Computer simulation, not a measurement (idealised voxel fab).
Proc. module: voxel self aligned vias
Pictured: cross-section cut, 290 nm wide, on a grid of 5 nm square cells.
Cross-section layout: square cells on a grid; listed as bands, top to bottom; a band spans one or more cell rows. Top height, bottom height, nm. Materials left to right, width each, nm. Single material + "full width" = fills band edge to edge. "air" = empty. The level at which height equals 0 is the one under which the wafer, as it arrives, is entirely one material. No lower edge exists for the bottom band, which continues downward and is notated as in "0 down". The width entry "30->40" should be interpreted row by row: the top row of cells in the band takes the first number, the bottom row takes the second number, and the change between adjacent rows is uniform throughout. Basically "remains unaltered" means that step didn't change any cell in the cross-section. Reported under the label "Internal closed voids" are the empty spaces having no open way to the top and comprising 8 cells or more; the notation for each is width x height at distance, in which the distance is measured from the left edge and all three values are in nm. Post-settings text on a step line: simulator's own remark regarding the step. A step line may carry the setting "overlay nm", which, for steps involving a mask, states the distance by which the mask lay to the right of its intended position; negative values denote displacement to the left.

Process steps foreseen in the plan
step 1: RECEIVE,material Si
step 2: CONFORMAL_DEP,material SiO2,thk nm 15
step 3: CONFORMAL_DEP,material SiCN,thk nm 5
step 4: DIRECTIONAL_DEP,material SiO2,thk nm 20
step 5: MASKED_ETCH,tone open,mask id LINES,width nm 25,pitch nm 70,etch materials SiO2,depth nm 20,overlay nm 0
step 6: CONFORMAL_DEP,material TiN,thk nm 5
step 7: FILL_DEP,material Ru,thk nm 10
step 8: CMP,height nm 40
step 9: SELECTIVE_ETCH,etch materials W Ru TiN,depth nm 10
step 10: FILL_DEP,material SiN,thk nm 5
step 11: CMP,height nm 40
step 12: DIRECTIONAL_DEP,material SiO2,thk nm 20
step 13: PATTERN,tone open,mask id VIAS,material resist,width nm 45,thk nm 20,overlay nm 0
step 14: DIRECTIONAL_ETCH,etch materials SiO2,depth nm 20
step 15: DIRECTIONAL_ETCH,etch materials SiN,depth nm 10
step 16: STRIP,etch materials resist
step 17: CONFORMAL_DEP,material TiN,thk nm 5
step 18: FILL_DEP,material W,thk nm 5
step 19: CMP,height nm 60
step 20: CONFORMAL_DEP,material SiN,thk nm 5

first wafer, as planned

Cross-sectional view of the wafer in its as-received condition, corresponding to the state after step 1
	0 down | Si full width
	Internal closed voids: none

After step 2, in cross-section
	15 to 0 | SiO2 full width
	Anything lower than 0 is untouched.

After step 3, in cross-section
	20 to 15 | SiCN full width
	Anything lower than 15 is untouched.

After step 4, in cross-section
	40 to 20 | SiO2 full width
	Anything lower than 20 is untouched.

After step 5, in cross-section
	40 to 20 | SiO2 95 nm; air 25 nm; SiO2 45 nm; air 25 nm; SiO2 100 nm
	Anything lower than 20 is untouched.

After step 6, in cross-section
	45 to 40 | TiN 100 nm; air 15 nm; TiN 55 nm; air 15 nm; TiN 105 nm
	40 to 25 | SiO2 95 nm; TiN 5 nm; air 15 nm; TiN 5 nm; SiO2 45 nm; TiN 5 nm; air 15 nm; TiN 5 nm; SiO2 100 nm
	25 to 20 | SiO2 95 nm; TiN 25 nm; SiO2 45 nm; TiN 25 nm; SiO2 100 nm
	Anything lower than 20 is untouched.

After step 7, in cross-section
	55 to 45 | Ru full width
	45 to 40 | TiN 100 nm; Ru 15 nm; TiN 55 nm; Ru 15 nm; TiN 105 nm
	40 to 25 | SiO2 95 nm; TiN 5 nm; Ru 15 nm; TiN 5 nm; SiO2 45 nm; TiN 5 nm; Ru 15 nm; TiN 5 nm; SiO2 100 nm
	Anything lower than 25 is untouched.

After step 8, in cross-section
	40 to 25 | SiO2 95 nm; TiN 5 nm; Ru 15 nm; TiN 5 nm; SiO2 45 nm; TiN 5 nm; Ru 15 nm; TiN 5 nm; SiO2 100 nm
	Anything lower than 25 is untouched.

After step 9, in cross-section
	40 to 30 | SiO2 95 nm; air 25 nm; SiO2 45 nm; air 25 nm; SiO2 100 nm
	Anything lower than 30 is untouched.

After step 10, in cross-section
	45 to 40 | SiN full width
	40 to 30 | SiO2 95 nm; SiN 25 nm; SiO2 45 nm; SiN 25 nm; SiO2 100 nm
	Anything lower than 30 is untouched.

After step 11, in cross-section
	40 to 30 | SiO2 95 nm; SiN 25 nm; SiO2 45 nm; SiN 25 nm; SiO2 100 nm
	Anything lower than 30 is untouched.

After step 12, in cross-section
	60 to 40 | SiO2 full width
	Anything lower than 40 is untouched.

After step 13, in cross-section
	80 to 60 | resist 85 nm; air 45 nm; resist 160 nm
	Anything lower than 60 is untouched.

After step 14, in cross-section
	80 to 60 | resist 85 nm; air 45 nm; resist 160 nm
	60 to 40 | SiO2 85 nm; air 45 nm; SiO2 160 nm
	Anything lower than 40 is untouched.

After step 15, in cross-section
	80 to 60 | resist 85 nm; air 45 nm; resist 160 nm
	60 to 40 | SiO2 85 nm; air 45 nm; SiO2 160 nm
	40 to 30 | SiO2 95 nm; air 25 nm; SiO2 45 nm; SiN 25 nm; SiO2 100 nm
	Anything lower than 30 is untouched.

After step 16, in cross-section
	60 to 40 | SiO2 85 nm; air 45 nm; SiO2 160 nm
	Anything lower than 40 is untouched.

After step 17, in cross-section
	65 to 60 | TiN 90 nm; air 35 nm; TiN 165 nm
	60 to 45 | SiO2 85 nm; TiN 5 nm; air 35 nm; TiN 5 nm; SiO2 160 nm
	45 to 40 | SiO2 85 nm; TiN 15 nm; air 15 nm; TiN 15 nm; SiO2 160 nm
	40 to 35 | SiO2 95 nm; TiN 5 nm; air 15 nm; TiN 5 nm; SiO2 45 nm; SiN 25 nm; SiO2 100 nm
	35 to 30 | SiO2 95 nm; TiN 25 nm; SiO2 45 nm; SiN 25 nm; SiO2 100 nm
	Anything lower than 30 is untouched.

After step 18, in cross-section
	70 to 65 | W full width
	65 to 60 | TiN 90 nm; W 35 nm; TiN 165 nm
	60 to 45 | SiO2 85 nm; TiN 5 nm; W 35 nm; TiN 5 nm; SiO2 160 nm
	45 to 40 | SiO2 85 nm; TiN 15 nm; W 15 nm; TiN 15 nm; SiO2 160 nm
	40 to 35 | SiO2 95 nm; TiN 5 nm; W 15 nm; TiN 5 nm; SiO2 45 nm; SiN 25 nm; SiO2 100 nm
	Anything lower than 35 is untouched.

After step 19, in cross-section
	60 to 45 | SiO2 85 nm; TiN 5 nm; W 35 nm; TiN 5 nm; SiO2 160 nm
	Anything lower than 45 is untouched.

After step 20, in cross-section
	65 to 60 | SiN full width
	Anything lower than 60 is untouched.

What follows concerns the second wafer, which started out like the first and was meant to follow the very same plan; one mistake crept in when it was run, but everything up to and including step 12 is the same as for the first wafer

Cross-sectional representation of the second wafer at the time designated in the plan for the completion of step 13
	80 to 60 | resist 90 nm; air 35 nm; resist 165 nm
	Anything lower than 60 is untouched.

Cross-sectional representation of the second wafer at the time designated in the plan for the completion of step 14
	80 to 60 | resist 90 nm; air 35 nm; resist 165 nm
	60 to 40 | SiO2 90 nm; air 35 nm; SiO2 165 nm
	Anything lower than 40 is untouched.

Cross-sectional representation of the second wafer at the time designated in the plan for the completion of step 15
	80 to 60 | resist 90 nm; air 35 nm; resist 165 nm
	60 to 40 | SiO2 90 nm; air 35 nm; SiO2 165 nm
	40 to 30 | SiO2 95 nm; air 25 nm; SiO2 45 nm; SiN 25 nm; SiO2 100 nm
	Anything lower than 30 is untouched.

Cross-sectional representation of the second wafer at the time designated in the plan for the completion of step 16
	60 to 40 | SiO2 90 nm; air 35 nm; SiO2 165 nm
	Anything lower than 40 is untouched.

Cross-sectional representation of the second wafer at the time designated in the plan for the completion of step 17
	65 to 60 | TiN 95 nm; air 25 nm; TiN 170 nm
	60 to 45 | SiO2 90 nm; TiN 5 nm; air 25 nm; TiN 5 nm; SiO2 165 nm
	45 to 40 | SiO2 90 nm; TiN 10 nm; air 15 nm; TiN 10 nm; SiO2 165 nm
	40 to 35 | SiO2 95 nm; TiN 5 nm; air 15 nm; TiN 5 nm; SiO2 45 nm; SiN 25 nm; SiO2 100 nm
	35 to 30 | SiO2 95 nm; TiN 25 nm; SiO2 45 nm; SiN 25 nm; SiO2 100 nm
	Anything lower than 30 is untouched.

Cross-sectional representation of the second wafer at the time designated in the plan for the completion of step 18
	70 to 65 | W full width
	65 to 60 | TiN 95 nm; W 25 nm; TiN 170 nm
	60 to 45 | SiO2 90 nm; TiN 5 nm; W 25 nm; TiN 5 nm; SiO2 165 nm
	45 to 40 | SiO2 90 nm; TiN 10 nm; W 15 nm; TiN 10 nm; SiO2 165 nm
	40 to 35 | SiO2 95 nm; TiN 5 nm; W 15 nm; TiN 5 nm; SiO2 45 nm; SiN 25 nm; SiO2 100 nm
	Anything lower than 35 is untouched.

Cross-sectional representation of the second wafer at the time designated in the plan for the completion of step 19
	60 to 45 | SiO2 90 nm; TiN 5 nm; W 25 nm; TiN 5 nm; SiO2 165 nm
	Anything lower than 45 is untouched.

Cross-sectional representation of the second wafer at the time designated in the plan for the completion of step 20
	65 to 60 | SiN full width
	Anything lower than 60 is untouched.
The plan and the run diverged here: so step 13 ended up running with a different setting than we planned, it ran as PATTERN,tone open,mask id VIAS,material resist,width nm 35,thk nm 20,overlay nm 0
Counted in cells at the end, the second wafer holds more or fewer of these materials than the first: SiO2: 8 more | TiN: 2 fewer | W: 6 fewer
